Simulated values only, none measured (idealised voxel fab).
process module | voxel transistor to metal
cross-section cut | 280 nm wide | cells 5 nm
A cross-section is a grid of square cells, given in bands from the top down. A band is one or more rows of cells.
Each band's line starts with the height of the band's top and of its bottom, in nm. Then come its materials from left to right, each with its width in nm. One material with "throughout" fills the band from edge to edge. "air" is empty space.
Height 0 is the level under which the wafer as received is all one material. The lowest band goes on downwards, as in "0 down".
A width such as "30 to 40" changes by the same amount from each row of cells to the next, from the band's top row to its bottom row.
"no change" after a step means that no cell of the cross-section changed.
closed voids: empty space of 8 cells or more with no open way to the top, each as width x height at its distance from the left edge, in nm
after a step's settings: what the simulator itself notes on the step
overlay nm, on a step with a mask: how far to the right of its planned place the mask lay; to the left if negative
plan
1 op RECEIVE | material Si
2 op OXIDIZE | depth nm 5
3 op CONFORMAL_DEP | material SiN | thk nm 15
4 op MASKED_ETCH | tone cover | mask id ACTIVE | width nm 100 | pitch nm 130 | etch materials SiN | depth nm 15 | overlay nm 0
5 op MASKED_ETCH | tone cover | mask id ACTIVE | width nm 100 | pitch nm 130 | etch materials SiO2 | depth nm 5 | overlay nm 0
6 op MASKED_ETCH | tone cover | mask id ACTIVE | width nm 100 | pitch nm 130 | etch materials Si | depth nm 25 | overlay nm 0
7 op OXIDIZE | depth nm 5
8 op FILL_DEP | material SiO2 | thk nm 5
9 op CMP | height nm 15
10 op SELECTIVE_ETCH | etch materials SiO2 | depth nm 15
11 op STRIP | etch materials SiN
12 op SELECTIVE_ETCH | etch materials SiO2 | depth nm 5
13 op OXIDIZE | depth nm 5
14 op DIRECTIONAL_DEP | material polySi | thk nm 20
15 op DIRECTIONAL_DEP | material SiCN | thk nm 10
16 op MASKED_ETCH | tone cover | mask id GATE | width nm 20 | pitch nm 130 | etch materials SiCN | depth nm 20 | overlay nm 0
17 op MASKED_ETCH | tone cover | mask id GATE | width nm 20 | pitch nm 130 | etch materials polySi | depth nm 30 | overlay nm 0
18 op CONFORMAL_DEP | material SiN | thk nm 5
19 op DIRECTIONAL_ETCH | etch materials SiN | depth nm 5
20 op DIRECTIONAL_ETCH | etch materials SiO2 | depth nm 5
21 op EPI | material pSi | thk nm 5
22 op FILL_DEP | material SiO2 | thk nm 10
23 op CMP | height nm 25
24 op DIRECTIONAL_DEP | material SiO2 | thk nm 10
25 op DIRECTIONAL_DEP | material aC | thk nm 15
26 op PATTERN | tone open | mask id CONTACT | material resist | width nm 30 | thk nm 30 | overlay nm 0
27 op DIRECTIONAL_ETCH | etch materials aC | depth nm 15
28 op STRIP | etch materials resist
29 op DIRECTIONAL_ETCH | etch materials SiO2 | depth nm 40
30 op STRIP | etch materials aC
31 op CONFORMAL_DEP | material TiN | thk nm 5
32 op FILL_DEP | material W | thk nm 10
33 op CMP | height nm 35
34 op CONFORMAL_DEP | material SiN | thk nm 5
35 op DIRECTIONAL_DEP | material SiO2 | thk nm 15
36 op DIRECTIONAL_DEP | material aC | thk nm 10
37 op PATTERN | tone open | mask id METAL_1 | material resist | width nm 15 | thk nm 30 | overlay nm 0
38 op DIRECTIONAL_ETCH | etch materials aC | depth nm 10
39 op STRIP | etch materials resist
40 op DIRECTIONAL_ETCH | etch materials SiO2 | depth nm 15
41 op DIRECTIONAL_ETCH | etch materials SiN | depth nm 5
42 op STRIP | etch materials aC
43 op CONFORMAL_DEP | material TiN | thk nm 5
44 op FILL_DEP | material Cu | thk nm 10
45 op CMP | height nm 55
46 op CONFORMAL_DEP | material SiN | thk nm 5
first wafer, as planned
as received, after step 1
  0 down: Si throughout
  closed voids: none
after step 2
  0 to -5: SiO2 throughout
  below -5: unchanged
after step 3
  15 to 0: SiN throughout
  below 0: unchanged
after step 4
  15 to 0: air 25 | SiN 100 | air 30 | SiN 100 | air 25
  below 0: unchanged
after step 5
  15 to 0: air 25 | SiN 100 | air 30 | SiN 100 | air 25
  0 to -5: air 25 | SiO2 100 | air 30 | SiO2 100 | air 25
  below -5: unchanged
after step 6
  15 to 0: air 25 | SiN 100 | air 30 | SiN 100 | air 25
  0 to -5: air 25 | SiO2 100 | air 30 | SiO2 100 | air 25
  -5 to -30: air 25 | Si 100 | air 30 | Si 100 | air 25
  below -30: unchanged
after step 7
  15 to 0: air 25 | SiN 100 | air 30 | SiN 100 | air 25
  0 to -5: air 25 | SiO2 100 | air 30 | SiO2 100 | air 25
  -5 to -30: air 25 | SiO2 5 | Si 90 | SiO2 5 | air 30 | SiO2 5 | Si 90 | SiO2 5 | air 25
  -30 to -35: SiO2 30 | Si 90 | SiO2 40 | Si 90 | SiO2 30
  below -35: unchanged
after step 8
  20 to 15: SiO2 throughout
  15 to 0: SiO2 25 | SiN 100 | SiO2 30 | SiN 100 | SiO2 25
  0 to -5: SiO2 throughout
  -5 to -35: SiO2 30 | Si 90 | SiO2 40 | Si 90 | SiO2 30
  below -35: unchanged
after step 9
  15 to 0: SiO2 25 | SiN 100 | SiO2 30 | SiN 100 | SiO2 25
  below 0: unchanged
after step 10
  15 to 0: air 25 | SiN 100 | air 30 | SiN 100 | air 25
  below 0: unchanged
after step 11
  0 to -5: SiO2 throughout
  below -5: unchanged
after step 12
  -5 to -35: SiO2 30 | Si 90 | SiO2 40 | Si 90 | SiO2 30
  below -35: unchanged
after step 13
  -5 to -10: SiO2 throughout
  below -10: unchanged
after step 14
  15 to -5: polySi throughout
  below -5: unchanged
after step 15
  25 to 15: SiCN throughout
  below 15: unchanged
after step 16
  25 to 15: air 65 | SiCN 20 | air 110 | SiCN 20 | air 65
  below 15: unchanged
after step 17
  25 to 15: air 65 | SiCN 20 | air 110 | SiCN 20 | air 65
  15 to -5: air 65 | polySi 20 | air 110 | polySi 20 | air 65
  below -5: unchanged
after step 18
  30 to 25: air 60 | SiN 30 | air 100 | SiN 30 | air 60
  25 to 15: air 60 | SiN 5 | SiCN 20 | SiN 5 | air 100 | SiN 5 | SiCN 20 | SiN 5 | air 60
  15 to 0: air 60 | SiN 5 | polySi 20 | SiN 5 | air 100 | SiN 5 | polySi 20 | SiN 5 | air 60
  0 to -5: SiN 65 | polySi 20 | SiN 110 | polySi 20 | SiN 65
  below -5: unchanged
after step 19
  25 to 15: air 60 | SiN 5 | SiCN 20 | SiN 5 | air 100 | SiN 5 | SiCN 20 | SiN 5 | air 60
  15 to -5: air 60 | SiN 5 | polySi 20 | SiN 5 | air 100 | SiN 5 | polySi 20 | SiN 5 | air 60
  below -5: unchanged
after step 20
  25 to 15: air 60 | SiN 5 | SiCN 20 | SiN 5 | air 100 | SiN 5 | SiCN 20 | SiN 5 | air 60
  15 to -5: air 60 | SiN 5 | polySi 20 | SiN 5 | air 100 | SiN 5 | polySi 20 | SiN 5 | air 60
  -5 to -10: air 60 | SiO2 30 | air 100 | SiO2 30 | air 60
  below -10: unchanged
after step 21
  25 to 15: air 60 | SiN 5 | SiCN 20 | SiN 5 | air 100 | SiN 5 | SiCN 20 | SiN 5 | air 60
  15 to -5: air 60 | SiN 5 | polySi 20 | SiN 5 | air 100 | SiN 5 | polySi 20 | SiN 5 | air 60
  -5 to -10: air 25 | pSi 35 | SiO2 30 | pSi 35 | air 30 | pSi 35 | SiO2 30 | pSi 35 | air 25
  below -10: unchanged
after step 22
  35 to 25: SiO2 throughout
  25 to 15: SiO2 60 | SiN 5 | SiCN 20 | SiN 5 | SiO2 100 | SiN 5 | SiCN 20 | SiN 5 | SiO2 60
  15 to -5: SiO2 60 | SiN 5 | polySi 20 | SiN 5 | SiO2 100 | SiN 5 | polySi 20 | SiN 5 | SiO2 60
  -5 to -10: SiO2 25 | pSi 35 | SiO2 30 | pSi 35 | SiO2 30 | pSi 35 | SiO2 30 | pSi 35 | SiO2 25
  below -10: unchanged
after step 23
  25 to 15: SiO2 60 | SiN 5 | SiCN 20 | SiN 5 | SiO2 100 | SiN 5 | SiCN 20 | SiN 5 | SiO2 60
  below 15: unchanged
after step 24
  35 to 25: SiO2 throughout
  below 25: unchanged
after step 25
  50 to 35: aC throughout
  below 35: unchanged
after step 26
  80 to 50: resist 30 | air 30 | resist 30 | air 30 | resist 40 | air 30 | resist 30 | air 30 | resist 30
  below 50: unchanged
after step 27
  65 to 50: resist 30 | air 30 | resist 30 | air 30 | resist 40 | air 30 | resist 30 | air 30 | resist 30
  50 to 35: aC 30 | air 30 | aC 30 | air 30 | aC 40 | air 30 | aC 30 | air 30 | aC 30
  below 35: unchanged
after step 28
  50 to 35: aC 30 | air 30 | aC 30 | air 30 | aC 40 | air 30 | aC 30 | air 30 | aC 30
  below 35: unchanged
after step 29
  50 to 35: aC 30 | air 30 | aC 30 | air 30 | aC 40 | air 30 | aC 30 | air 30 | aC 30
  35 to 25: SiO2 30 | air 30 | SiO2 30 | air 30 | SiO2 40 | air 30 | SiO2 30 | air 30 | SiO2 30
  25 to 15: SiO2 30 | air 30 | SiN 5 | SiCN 20 | SiN 5 | air 30 | SiO2 40 | air 30 | SiN 5 | SiCN 20 | SiN 5 | air 30 | SiO2 30
  15 to -5: SiO2 30 | air 30 | SiN 5 | polySi 20 | SiN 5 | air 30 | SiO2 40 | air 30 | SiN 5 | polySi 20 | SiN 5 | air 30 | SiO2 30
  below -5: unchanged
after step 30
  35 to 25: SiO2 30 | air 30 | SiO2 30 | air 30 | SiO2 40 | air 30 | SiO2 30 | air 30 | SiO2 30
  below 25: unchanged
after step 31
  40 to 35: TiN 35 | air 20 | TiN 40 | air 20 | TiN 50 | air 20 | TiN 40 | air 20 | TiN 35
  35 to 25: SiO2 30 | TiN 5 | air 20 | TiN 5 | SiO2 30 | TiN 5 | air 20 | TiN 5 | SiO2 40 | TiN 5 | air 20 | TiN 5 | SiO2 30 | TiN 5 | air 20 | TiN 5 | SiO2 30
  25 to 15: SiO2 30 | TiN 5 | air 20 | TiN 5 | SiN 5 | SiCN 20 | SiN 5 | TiN 5 | air 20 | TiN 5 | SiO2 40 | TiN 5 | air 20 | TiN 5 | SiN 5 | SiCN 20 | SiN 5 | TiN 5 | air 20 | TiN 5 | SiO2 30
  15 to 0: SiO2 30 | TiN 5 | air 20 | TiN 5 | SiN 5 | polySi 20 | SiN 5 | TiN 5 | air 20 | TiN 5 | SiO2 40 | TiN 5 | air 20 | TiN 5 | SiN 5 | polySi 20 | SiN 5 | TiN 5 | air 20 | TiN 5 | SiO2 30
  0 to -5: SiO2 30 | TiN 30 | SiN 5 | polySi 20 | SiN 5 | TiN 30 | SiO2 40 | TiN 30 | SiN 5 | polySi 20 | SiN 5 | TiN 30 | SiO2 30
  below -5: unchanged
after step 32
  50 to 40: W throughout
  40 to 35: TiN 35 | W 20 | TiN 40 | W 20 | TiN 50 | W 20 | TiN 40 | W 20 | TiN 35
  35 to 25: SiO2 30 | TiN 5 | W 20 | TiN 5 | SiO2 30 | TiN 5 | W 20 | TiN 5 | SiO2 40 | TiN 5 | W 20 | TiN 5 | SiO2 30 | TiN 5 | W 20 | TiN 5 | SiO2 30
  25 to 15: SiO2 30 | TiN 5 | W 20 | TiN 5 | SiN 5 | SiCN 20 | SiN 5 | TiN 5 | W 20 | TiN 5 | SiO2 40 | TiN 5 | W 20 | TiN 5 | SiN 5 | SiCN 20 | SiN 5 | TiN 5 | W 20 | TiN 5 | SiO2 30
  15 to 0: SiO2 30 | TiN 5 | W 20 | TiN 5 | SiN 5 | polySi 20 | SiN 5 | TiN 5 | W 20 | TiN 5 | SiO2 40 | TiN 5 | W 20 | TiN 5 | SiN 5 | polySi 20 | SiN 5 | TiN 5 | W 20 | TiN 5 | SiO2 30
  below 0: unchanged
after step 33
  35 to 25: SiO2 30 | TiN 5 | W 20 | TiN 5 | SiO2 30 | TiN 5 | W 20 | TiN 5 | SiO2 40 | TiN 5 | W 20 | TiN 5 | SiO2 30 | TiN 5 | W 20 | TiN 5 | SiO2 30
  below 25: unchanged
after step 34
  40 to 35: SiN throughout
  below 35: unchanged
after step 35
  55 to 40: SiO2 throughout
  below 40: unchanged
after step 36
  65 to 55: aC throughout
  below 55: unchanged
after step 37
  95 to 65: resist 30 | air 15 | resist 60 | air 15 | resist 40 | air 15 | resist 60 | air 15 | resist 30
  below 65: unchanged
after step 38
  85 to 65: resist 30 | air 15 | resist 60 | air 15 | resist 40 | air 15 | resist 60 | air 15 | resist 30
  65 to 55: aC 30 | air 15 | aC 60 | air 15 | aC 40 | air 15 | aC 60 | air 15 | aC 30
  below 55: unchanged
after step 39
  65 to 55: aC 30 | air 15 | aC 60 | air 15 | aC 40 | air 15 | aC 60 | air 15 | aC 30
  below 55: unchanged
after step 40
  65 to 55: aC 30 | air 15 | aC 60 | air 15 | aC 40 | air 15 | aC 60 | air 15 | aC 30
  55 to 40: SiO2 30 | air 15 | SiO2 60 | air 15 | SiO2 40 | air 15 | SiO2 60 | air 15 | SiO2 30
  below 40: unchanged
after step 41
  65 to 55: aC 30 | air 15 | aC 60 | air 15 | aC 40 | air 15 | aC 60 | air 15 | aC 30
  55 to 40: SiO2 30 | air 15 | SiO2 60 | air 15 | SiO2 40 | air 15 | SiO2 60 | air 15 | SiO2 30
  40 to 35: SiN 30 | air 15 | SiN 60 | air 15 | SiN 40 | air 15 | SiN 60 | air 15 | SiN 30
  below 35: unchanged
after step 42
  55 to 40: SiO2 30 | air 15 | SiO2 60 | air 15 | SiO2 40 | air 15 | SiO2 60 | air 15 | SiO2 30
  below 40: unchanged
after step 43
  60 to 55: TiN 35 | air 5 | TiN 70 | air 5 | TiN 50 | air 5 | TiN 70 | air 5 | TiN 35
  55 to 40: SiO2 30 | TiN 5 | air 5 | TiN 5 | SiO2 60 | TiN 5 | air 5 | TiN 5 | SiO2 40 | TiN 5 | air 5 | TiN 5 | SiO2 60 | TiN 5 | air 5 | TiN 5 | SiO2 30
  40 to 35: SiN 30 | TiN 15 | SiN 60 | TiN 15 | SiN 40 | TiN 15 | SiN 60 | TiN 15 | SiN 30
  below 35: unchanged
after step 44
  70 to 60: Cu throughout
  60 to 55: TiN 35 | Cu 5 | TiN 70 | Cu 5 | TiN 50 | Cu 5 | TiN 70 | Cu 5 | TiN 35
  55 to 40: SiO2 30 | TiN 5 | Cu 5 | TiN 5 | SiO2 60 | TiN 5 | Cu 5 | TiN 5 | SiO2 40 | TiN 5 | Cu 5 | TiN 5 | SiO2 60 | TiN 5 | Cu 5 | TiN 5 | SiO2 30
  below 40: unchanged
after step 45
  55 to 40: SiO2 30 | TiN 5 | Cu 5 | TiN 5 | SiO2 60 | TiN 5 | Cu 5 | TiN 5 | SiO2 40 | TiN 5 | Cu 5 | TiN 5 | SiO2 60 | TiN 5 | Cu 5 | TiN 5 | SiO2 30
  below 40: unchanged
after step 46
  60 to 55: SiN throughout
  below 55: unchanged
second wafer: like start, like plan, one mistake. Through step 5 it matches the first wafer
when step 6 should have ended
  15 to 0: air 25 | SiN 100 | air 30 | SiN 100 | air 25
  0 to -5: air 25 | SiO2 100 | air 30 | SiO2 100 | air 25
  -5 to -55: air 25 | Si 100 | air 30 | Si 100 | air 25
  below -55: unchanged
when step 7 should have ended
  15 to 0: air 25 | SiN 100 | air 30 | SiN 100 | air 25
  0 to -5: air 25 | SiO2 100 | air 30 | SiO2 100 | air 25
  -5 to -55: air 25 | SiO2 5 | Si 90 | SiO2 5 | air 30 | SiO2 5 | Si 90 | SiO2 5 | air 25
  -55 to -60: SiO2 30 | Si 90 | SiO2 40 | Si 90 | SiO2 30
  below -60: unchanged
when step 8 should have ended
  20 to 15: SiO2 throughout
  15 to 0: SiO2 25 | SiN 100 | SiO2 30 | SiN 100 | SiO2 25
  0 to -5: SiO2 throughout
  -5 to -60: SiO2 30 | Si 90 | SiO2 40 | Si 90 | SiO2 30
  below -60: unchanged
when step 9 should have ended
  15 to 0: SiO2 25 | SiN 100 | SiO2 30 | SiN 100 | SiO2 25
  below 0: unchanged
when step 10 should have ended
  15 to 0: air 25 | SiN 100 | air 30 | SiN 100 | air 25
  below 0: unchanged
when step 11 should have ended
  0 to -5: SiO2 throughout
  below -5: unchanged
when step 12 should have ended
  -5 to -60: SiO2 30 | Si 90 | SiO2 40 | Si 90 | SiO2 30
  below -60: unchanged
when step 13 should have ended
  -5 to -10: SiO2 throughout
  below -10: unchanged
when step 14 should have ended
  15 to -5: polySi throughout
  below -5: unchanged
when step 15 should have ended
  25 to 15: SiCN throughout
  below 15: unchanged
when step 16 should have ended
  25 to 15: air 65 | SiCN 20 | air 110 | SiCN 20 | air 65
  below 15: unchanged
when step 17 should have ended
  25 to 15: air 65 | SiCN 20 | air 110 | SiCN 20 | air 65
  15 to -5: air 65 | polySi 20 | air 110 | polySi 20 | air 65
  below -5: unchanged
when step 18 should have ended
  30 to 25: air 60 | SiN 30 | air 100 | SiN 30 | air 60
  25 to 15: air 60 | SiN 5 | SiCN 20 | SiN 5 | air 100 | SiN 5 | SiCN 20 | SiN 5 | air 60
  15 to 0: air 60 | SiN 5 | polySi 20 | SiN 5 | air 100 | SiN 5 | polySi 20 | SiN 5 | air 60
  0 to -5: SiN 65 | polySi 20 | SiN 110 | polySi 20 | SiN 65
  below -5: unchanged
when step 19 should have ended
  25 to 15: air 60 | SiN 5 | SiCN 20 | SiN 5 | air 100 | SiN 5 | SiCN 20 | SiN 5 | air 60
  15 to -5: air 60 | SiN 5 | polySi 20 | SiN 5 | air 100 | SiN 5 | polySi 20 | SiN 5 | air 60
  below -5: unchanged
when step 20 should have ended
  25 to 15: air 60 | SiN 5 | SiCN 20 | SiN 5 | air 100 | SiN 5 | SiCN 20 | SiN 5 | air 60
  15 to -5: air 60 | SiN 5 | polySi 20 | SiN 5 | air 100 | SiN 5 | polySi 20 | SiN 5 | air 60
  -5 to -10: air 60 | SiO2 30 | air 100 | SiO2 30 | air 60
  below -10: unchanged
when step 21 should have ended
  25 to 15: air 60 | SiN 5 | SiCN 20 | SiN 5 | air 100 | SiN 5 | SiCN 20 | SiN 5 | air 60
  15 to -5: air 60 | SiN 5 | polySi 20 | SiN 5 | air 100 | SiN 5 | polySi 20 | SiN 5 | air 60
  -5 to -10: air 25 | pSi 35 | SiO2 30 | pSi 35 | air 30 | pSi 35 | SiO2 30 | pSi 35 | air 25
  below -10: unchanged
when step 22 should have ended
  35 to 25: SiO2 throughout
  25 to 15: SiO2 60 | SiN 5 | SiCN 20 | SiN 5 | SiO2 100 | SiN 5 | SiCN 20 | SiN 5 | SiO2 60
  15 to -5: SiO2 60 | SiN 5 | polySi 20 | SiN 5 | SiO2 100 | SiN 5 | polySi 20 | SiN 5 | SiO2 60
  -5 to -10: SiO2 25 | pSi 35 | SiO2 30 | pSi 35 | SiO2 30 | pSi 35 | SiO2 30 | pSi 35 | SiO2 25
  below -10: unchanged
when step 23 should have ended
  25 to 15: SiO2 60 | SiN 5 | SiCN 20 | SiN 5 | SiO2 100 | SiN 5 | SiCN 20 | SiN 5 | SiO2 60
  below 15: unchanged
when step 24 should have ended
  35 to 25: SiO2 throughout
  below 25: unchanged
when step 25 should have ended
  50 to 35: aC throughout
  below 35: unchanged
when step 26 should have ended
  80 to 50: resist 30 | air 30 | resist 30 | air 30 | resist 40 | air 30 | resist 30 | air 30 | resist 30
  below 50: unchanged
when step 27 should have ended
  65 to 50: resist 30 | air 30 | resist 30 | air 30 | resist 40 | air 30 | resist 30 | air 30 | resist 30
  50 to 35: aC 30 | air 30 | aC 30 | air 30 | aC 40 | air 30 | aC 30 | air 30 | aC 30
  below 35: unchanged
when step 28 should have ended
  50 to 35: aC 30 | air 30 | aC 30 | air 30 | aC 40 | air 30 | aC 30 | air 30 | aC 30
  below 35: unchanged
when step 29 should have ended
  50 to 35: aC 30 | air 30 | aC 30 | air 30 | aC 40 | air 30 | aC 30 | air 30 | aC 30
  35 to 25: SiO2 30 | air 30 | SiO2 30 | air 30 | SiO2 40 | air 30 | SiO2 30 | air 30 | SiO2 30
  25 to 15: SiO2 30 | air 30 | SiN 5 | SiCN 20 | SiN 5 | air 30 | SiO2 40 | air 30 | SiN 5 | SiCN 20 | SiN 5 | air 30 | SiO2 30
  15 to -5: SiO2 30 | air 30 | SiN 5 | polySi 20 | SiN 5 | air 30 | SiO2 40 | air 30 | SiN 5 | polySi 20 | SiN 5 | air 30 | SiO2 30
  below -5: unchanged
when step 30 should have ended
  35 to 25: SiO2 30 | air 30 | SiO2 30 | air 30 | SiO2 40 | air 30 | SiO2 30 | air 30 | SiO2 30
  below 25: unchanged
when step 31 should have ended
  40 to 35: TiN 35 | air 20 | TiN 40 | air 20 | TiN 50 | air 20 | TiN 40 | air 20 | TiN 35
  35 to 25: SiO2 30 | TiN 5 | air 20 | TiN 5 | SiO2 30 | TiN 5 | air 20 | TiN 5 | SiO2 40 | TiN 5 | air 20 | TiN 5 | SiO2 30 | TiN 5 | air 20 | TiN 5 | SiO2 30
  25 to 15: SiO2 30 | TiN 5 | air 20 | TiN 5 | SiN 5 | SiCN 20 | SiN 5 | TiN 5 | air 20 | TiN 5 | SiO2 40 | TiN 5 | air 20 | TiN 5 | SiN 5 | SiCN 20 | SiN 5 | TiN 5 | air 20 | TiN 5 | SiO2 30
  15 to 0: SiO2 30 | TiN 5 | air 20 | TiN 5 | SiN 5 | polySi 20 | SiN 5 | TiN 5 | air 20 | TiN 5 | SiO2 40 | TiN 5 | air 20 | TiN 5 | SiN 5 | polySi 20 | SiN 5 | TiN 5 | air 20 | TiN 5 | SiO2 30
  0 to -5: SiO2 30 | TiN 30 | SiN 5 | polySi 20 | SiN 5 | TiN 30 | SiO2 40 | TiN 30 | SiN 5 | polySi 20 | SiN 5 | TiN 30 | SiO2 30
  below -5: unchanged
when step 32 should have ended
  50 to 40: W throughout
  40 to 35: TiN 35 | W 20 | TiN 40 | W 20 | TiN 50 | W 20 | TiN 40 | W 20 | TiN 35
  35 to 25: SiO2 30 | TiN 5 | W 20 | TiN 5 | SiO2 30 | TiN 5 | W 20 | TiN 5 | SiO2 40 | TiN 5 | W 20 | TiN 5 | SiO2 30 | TiN 5 | W 20 | TiN 5 | SiO2 30
  25 to 15: SiO2 30 | TiN 5 | W 20 | TiN 5 | SiN 5 | SiCN 20 | SiN 5 | TiN 5 | W 20 | TiN 5 | SiO2 40 | TiN 5 | W 20 | TiN 5 | SiN 5 | SiCN 20 | SiN 5 | TiN 5 | W 20 | TiN 5 | SiO2 30
  15 to 0: SiO2 30 | TiN 5 | W 20 | TiN 5 | SiN 5 | polySi 20 | SiN 5 | TiN 5 | W 20 | TiN 5 | SiO2 40 | TiN 5 | W 20 | TiN 5 | SiN 5 | polySi 20 | SiN 5 | TiN 5 | W 20 | TiN 5 | SiO2 30
  below 0: unchanged
when step 33 should have ended
  35 to 25: SiO2 30 | TiN 5 | W 20 | TiN 5 | SiO2 30 | TiN 5 | W 20 | TiN 5 | SiO2 40 | TiN 5 | W 20 | TiN 5 | SiO2 30 | TiN 5 | W 20 | TiN 5 | SiO2 30
  below 25: unchanged
when step 34 should have ended
  40 to 35: SiN throughout
  below 35: unchanged
when step 35 should have ended
  55 to 40: SiO2 throughout
  below 40: unchanged
when step 36 should have ended
  65 to 55: aC throughout
  below 55: unchanged
when step 37 should have ended
  95 to 65: resist 30 | air 15 | resist 60 | air 15 | resist 40 | air 15 | resist 60 | air 15 | resist 30
  below 65: unchanged
when step 38 should have ended
  85 to 65: resist 30 | air 15 | resist 60 | air 15 | resist 40 | air 15 | resist 60 | air 15 | resist 30
  65 to 55: aC 30 | air 15 | aC 60 | air 15 | aC 40 | air 15 | aC 60 | air 15 | aC 30
  below 55: unchanged
when step 39 should have ended
  65 to 55: aC 30 | air 15 | aC 60 | air 15 | aC 40 | air 15 | aC 60 | air 15 | aC 30
  below 55: unchanged
when step 40 should have ended
  65 to 55: aC 30 | air 15 | aC 60 | air 15 | aC 40 | air 15 | aC 60 | air 15 | aC 30
  55 to 40: SiO2 30 | air 15 | SiO2 60 | air 15 | SiO2 40 | air 15 | SiO2 60 | air 15 | SiO2 30
  below 40: unchanged
when step 41 should have ended
  65 to 55: aC 30 | air 15 | aC 60 | air 15 | aC 40 | air 15 | aC 60 | air 15 | aC 30
  55 to 40: SiO2 30 | air 15 | SiO2 60 | air 15 | SiO2 40 | air 15 | SiO2 60 | air 15 | SiO2 30
  40 to 35: SiN 30 | air 15 | SiN 60 | air 15 | SiN 40 | air 15 | SiN 60 | air 15 | SiN 30
  below 35: unchanged
when step 42 should have ended
  55 to 40: SiO2 30 | air 15 | SiO2 60 | air 15 | SiO2 40 | air 15 | SiO2 60 | air 15 | SiO2 30
  below 40: unchanged
when step 43 should have ended
  60 to 55: TiN 35 | air 5 | TiN 70 | air 5 | TiN 50 | air 5 | TiN 70 | air 5 | TiN 35
  55 to 40: SiO2 30 | TiN 5 | air 5 | TiN 5 | SiO2 60 | TiN 5 | air 5 | TiN 5 | SiO2 40 | TiN 5 | air 5 | TiN 5 | SiO2 60 | TiN 5 | air 5 | TiN 5 | SiO2 30
  40 to 35: SiN 30 | TiN 15 | SiN 60 | TiN 15 | SiN 40 | TiN 15 | SiN 60 | TiN 15 | SiN 30
  below 35: unchanged
when step 44 should have ended
  70 to 60: Cu throughout
  60 to 55: TiN 35 | Cu 5 | TiN 70 | Cu 5 | TiN 50 | Cu 5 | TiN 70 | Cu 5 | TiN 35
  55 to 40: SiO2 30 | TiN 5 | Cu 5 | TiN 5 | SiO2 60 | TiN 5 | Cu 5 | TiN 5 | SiO2 40 | TiN 5 | Cu 5 | TiN 5 | SiO2 60 | TiN 5 | Cu 5 | TiN 5 | SiO2 30
  below 40: unchanged
when step 45 should have ended
  55 to 40: SiO2 30 | TiN 5 | Cu 5 | TiN 5 | SiO2 60 | TiN 5 | Cu 5 | TiN 5 | SiO2 40 | TiN 5 | Cu 5 | TiN 5 | SiO2 60 | TiN 5 | Cu 5 | TiN 5 | SiO2 30
  below 40: unchanged
when step 46 should have ended
  60 to 55: SiN throughout
  below 55: unchanged
what went wrong: step 6 was run twice
at the end the second wafer has, in cells: 100 fewer of Si | 100 more of SiO2
